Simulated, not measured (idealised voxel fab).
The following process module bears the name voxel transistor to metal.
295 nm wide, 5 nm square cells: that's cross-section cut.
Just so we're on the same page, the cross-sections are grids of square cells, and they're listed out in bands top to bottom, each band one or more rows deep. Heights first: top, then bottom, in nm. Then materials, left to right, each with a width in nm. "all across" on a single material: fills the band edge to edge. "blank": empty space. Heights from 0 (as-received wafer is one material below). Bottom band endless downward, as "0 and below". The width entry "30 to 40" should be interpreted row by row: the top row of cells in the band takes the first number, the bottom row takes the second number, and the change between adjacent rows is uniform throughout. Step note "remains unaltered" = no cross-section cell changed. What "Closed voids list" gives you is every empty space of 8 cells or more that is cut off from the top. Each appears as width x height at distance, with the distance taken from the left edge and width, height and distance all in nm. Formally, on a step line, whatever follows the settings is a remark that the simulator itself makes on the step. The optional step-line setting "overlay nm" applies to steps with a mask and quantifies how far to the right of its planned location the mask lay, a negative value indicating leftward placement.

[Planned step list for the process]
1,RECEIVE: material Si
2,CONFORMAL_DEP: material SiO2, thk nm 5
3,CONFORMAL_DEP: material SiN, thk nm 10
4,MASKED_ETCH: tone cover, mask id ACTIVE, width nm 115, pitch nm 135, etch materials SiN, depth nm 10, overlay nm 0
5,MASKED_ETCH: tone cover, mask id ACTIVE, width nm 115, pitch nm 135, etch materials SiO2, depth nm 5, overlay nm 0
6,MASKED_ETCH: tone cover, mask id ACTIVE, width nm 115, pitch nm 135, etch materials Si, depth nm 20, overlay nm 0
7,FILL_DEP: material SiO2, thk nm 15
8,CMP: height nm 15
9,SELECTIVE_ETCH: etch materials SiO2, depth nm 10
10,STRIP: etch materials SiN
11,SELECTIVE_ETCH: etch materials SiO2, depth nm 5
12,OXIDIZE: depth nm 5
13,DIRECTIONAL_DEP: material polySi, thk nm 30
14,DIRECTIONAL_DEP: material SiCN, thk nm 15
15,DIRECTIONAL_DEP: material aC, thk nm 15
16,PATTERN: tone cover, mask id GATE, material resist, width nm 25, pitch nm 135, thk nm 35, overlay nm 0
17,DIRECTIONAL_ETCH: etch materials aC, depth nm 15
18,STRIP: etch materials resist
19,DIRECTIONAL_ETCH: etch materials SiCN, depth nm 25
20,DIRECTIONAL_ETCH: etch materials polySi, depth nm 40
21,STRIP: etch materials aC
22,CONFORMAL_DEP: material SiO2, thk nm 5
23,DIRECTIONAL_ETCH: etch materials SiO2, depth nm 5
24,CONFORMAL_DEP: material SiN, thk nm 10
25,DIRECTIONAL_ETCH: etch materials SiN, depth nm 10
26,DIRECTIONAL_ETCH: etch materials SiO2, depth nm 5
27,DIRECTIONAL_ETCH: etch materials Si, depth nm 10
28,EPI: material SiGe, thk nm 10
29,FILL_DEP: material SiO2, thk nm 5
30,CMP: height nm 30
31,STRIP: etch materials polySi
32,SELECTIVE_ETCH: etch materials SiO2, depth nm 5
33,CONFORMAL_DEP: material HfO2, thk nm 5
34,CONFORMAL_DEP: material TiN, thk nm 5
35,FILL_DEP: material W, thk nm 10
36,CMP: height nm 25
37,DIRECTIONAL_DEP: material SiO2, thk nm 10
38,MASKED_ETCH: tone open, mask id CONTACT, width nm 20, etch materials SiO2, depth nm 40, overlay nm 0
39,CONFORMAL_DEP: material TiN, thk nm 5
40,FILL_DEP: material W, thk nm 5
41,CMP: height nm 35
42,CONFORMAL_DEP: material SiN, thk nm 5
43,DIRECTIONAL_DEP: material lowk, thk nm 15
44,MASKED_ETCH: tone open, mask id METAL_1, width nm 20, etch materials lowk, depth nm 15, overlay nm 0
45,MASKED_ETCH: tone open, mask id METAL_1, width nm 20, etch materials SiN, depth nm 5, overlay nm 0
46,CONFORMAL_DEP: material TiN, thk nm 5
47,FILL_DEP: material Cu, thk nm 10
48,CMP: height nm 55
49,CONFORMAL_DEP: material SiCN, thk nm 5
50,DIRECTIONAL_DEP: material lowk, thk nm 30
51,DIRECTIONAL_DEP: material aC, thk nm 10
52,PATTERN: tone open, mask id METAL_2_HOLES, material resist, width nm 15, pitch nm 135, thk nm 30, overlay nm 0
53,DIRECTIONAL_ETCH: etch materials aC, depth nm 10
54,STRIP: etch materials resist
55,DIRECTIONAL_ETCH: etch materials lowk, depth nm 30
56,STRIP: etch materials aC
57,PATTERN: tone open, mask id METAL_2, material resist, width nm 20, pitch nm 135, thk nm 15, overlay nm 0
58,DIRECTIONAL_ETCH: etch materials lowk, depth nm 15
59,DIRECTIONAL_ETCH: etch materials SiCN, depth nm 5
60,STRIP: etch materials resist
61,CONFORMAL_DEP: material TiN, thk nm 5
62,FILL_DEP: material Ru, thk nm 10
63,CMP: height nm 90
64,CONFORMAL_DEP: material SiCN, thk nm 5

[As-received wafer cross-section (after step 1)]
  0 and below = Si all across
  Closed voids list: none

[The plan above was carried out on the starting structure above with one mistake, and this cross-section shows the wafer at the end of the module]
  95 down to 90 = SiCN all across
  90 down to 80 = 25 nm lowk  5 nm TiN  10 nm Ru  5 nm TiN  115 nm lowk  5 nm TiN  10 nm Ru  5 nm TiN  115 nm lowk
  80 down to 75 = 25 nm lowk  5 nm TiN  5 nm Ru  10 nm TiN  115 nm lowk  5 nm TiN  5 nm Ru  10 nm TiN  115 nm lowk
  75 down to 60 = 25 nm lowk  5 nm TiN  5 nm Ru  5 nm TiN  120 nm lowk  5 nm TiN  5 nm Ru  5 nm TiN  120 nm lowk
  60 down to 55 = 25 nm SiCN  15 nm TiN  120 nm SiCN  15 nm TiN  120 nm SiCN
  55 down to 40 = 25 nm lowk  5 nm TiN  10 nm Cu  5 nm TiN  65 nm lowk  5 nm TiN  10 nm Cu  5 nm TiN  30 nm lowk  5 nm TiN  10 nm Cu  5 nm TiN  65 nm lowk  5 nm TiN  10 nm Cu  5 nm TiN  30 nm lowk
  40 down to 35 = 25 nm SiN  20 nm TiN  65 nm SiN  20 nm TiN  30 nm SiN  20 nm TiN  65 nm SiN  20 nm TiN  30 nm SiN
  35 down to 25 = 25 nm SiO2  5 nm TiN  10 nm W  5 nm TiN  65 nm SiO2  5 nm TiN  10 nm W  5 nm TiN  30 nm SiO2  5 nm TiN  10 nm W  5 nm TiN  65 nm SiO2  5 nm TiN  10 nm W  5 nm TiN  30 nm SiO2
  25 down to 10 = 25 nm SiO2  5 nm TiN  10 nm W  5 nm TiN  5 nm SiO2  10 nm SiN  5 nm HfO2  5 nm TiN  15 nm W  5 nm TiN  5 nm HfO2  10 nm SiN  5 nm SiO2  5 nm TiN  10 nm W  5 nm TiN  30 nm SiO2  5 nm TiN  10 nm W  5 nm TiN  5 nm SiO2  10 nm SiN  5 nm HfO2  5 nm TiN  15 nm W  5 nm TiN  5 nm HfO2  10 nm SiN  5 nm SiO2  5 nm TiN  10 nm W  5 nm TiN  30 nm SiO2
  10 down to 5 = 25 nm SiO2  5 nm TiN  5 nm W  10 nm TiN  5 nm SiO2  10 nm SiN  5 nm HfO2  5 nm TiN  15 nm W  5 nm TiN  5 nm HfO2  10 nm SiN  5 nm SiO2  10 nm TiN  5 nm W  5 nm TiN  30 nm SiO2  5 nm TiN  5 nm W  10 nm TiN  5 nm SiO2  10 nm SiN  5 nm HfO2  5 nm TiN  15 nm W  5 nm TiN  5 nm HfO2  10 nm SiN  5 nm SiO2  10 nm TiN  5 nm W  5 nm TiN  30 nm SiO2
  5 down to 0 = 25 nm SiO2  5 nm TiN  5 nm W  5 nm TiN  10 nm SiGe  10 nm SiN  5 nm HfO2  25 nm TiN  5 nm HfO2  10 nm SiN  10 nm SiGe  5 nm TiN  5 nm W  5 nm TiN  30 nm SiO2  5 nm TiN  5 nm W  5 nm TiN  10 nm SiGe  10 nm SiN  5 nm HfO2  25 nm TiN  5 nm HfO2  10 nm SiN  10 nm SiGe  5 nm TiN  5 nm W  5 nm TiN  30 nm SiO2
  0 down to -5 = 25 nm SiO2  15 nm TiN  10 nm SiGe  10 nm SiO2  35 nm HfO2  10 nm SiO2  10 nm SiGe  15 nm TiN  30 nm SiO2  15 nm TiN  10 nm SiGe  10 nm SiO2  35 nm HfO2  10 nm SiO2  10 nm SiGe  15 nm TiN  30 nm SiO2
  -5 down to -15 = 20 nm SiO2  30 nm SiGe  55 nm Si  30 nm SiGe  20 nm SiO2  30 nm SiGe  55 nm Si  30 nm SiGe  25 nm SiO2
  -15 down to -40 = 20 nm SiO2  115 nm Si  20 nm SiO2  115 nm Si  25 nm SiO2
  -40 and below = Si all across
  Closed voids list: none
It is concluded that the wafer was processed incorrectly with respect to the plan, in that step 6 of the plan was twice carried out
